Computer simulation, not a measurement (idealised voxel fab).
process module | voxel double patterning
cross-section cut | 175 nm wide | cells 5 nm
A cross-section is a grid of square cells, given in bands from the top down. A band is one or more rows of cells.
Each band's line starts with the height of the band's top and of its bottom, in nm. Then come its materials from left to right, each with its width in nm. One material with "throughout" fills the band from edge to edge. "air" is empty space.
Height 0 is the level under which the wafer as received is all one material. The lowest band goes on downwards, as in "0 down".
A width such as "30 to 40" changes by the same amount from each row of cells to the next, from the band's top row to its bottom row.
"no change" after a step means that no cell of the cross-section changed.
closed voids: empty space of 8 cells or more with no open way to the top, each as width x height at its distance from the left edge, in nm
after a step's settings: what the simulator itself notes on the step
overlay nm, on a step with a mask: how far to the right of its planned place the mask lay; to the left if negative
plan
1 op RECEIVE | material Si
2 op CONFORMAL_DEP | material SiN | thk nm 10
3 op DIRECTIONAL_DEP | material SiO2 | thk nm 20
4 op DIRECTIONAL_DEP | material SiCN | thk nm 10
5 op MASKED_ETCH | tone open | mask id FIRST | width nm 15 | pitch nm 50 | etch materials SiCN | depth nm 10 | overlay nm 0
6 op DIRECTIONAL_DEP | material aC | thk nm 15
7 op PATTERN | tone open | mask id SECOND | material resist | width nm 15 | thk nm 35 | overlay nm 0
8 op DIRECTIONAL_ETCH | etch materials aC | depth nm 15
9 op STRIP | etch materials resist
10 op DIRECTIONAL_ETCH | etch materials SiCN | depth nm 10
11 op STRIP | etch materials aC
12 op DIRECTIONAL_ETCH | etch materials SiO2 | depth nm 20
13 op STRIP | etch materials SiCN
as received, after step 1
  0 down: Si throughout
  closed voids: none
a wafer at the end: this start, this plan, one mistake
  30 to 20: SiN throughout
  20 to 0: SiO2 throughout
  0 down: Si throughout
  closed voids: none
what went wrong: steps 2 and 3 were swapped
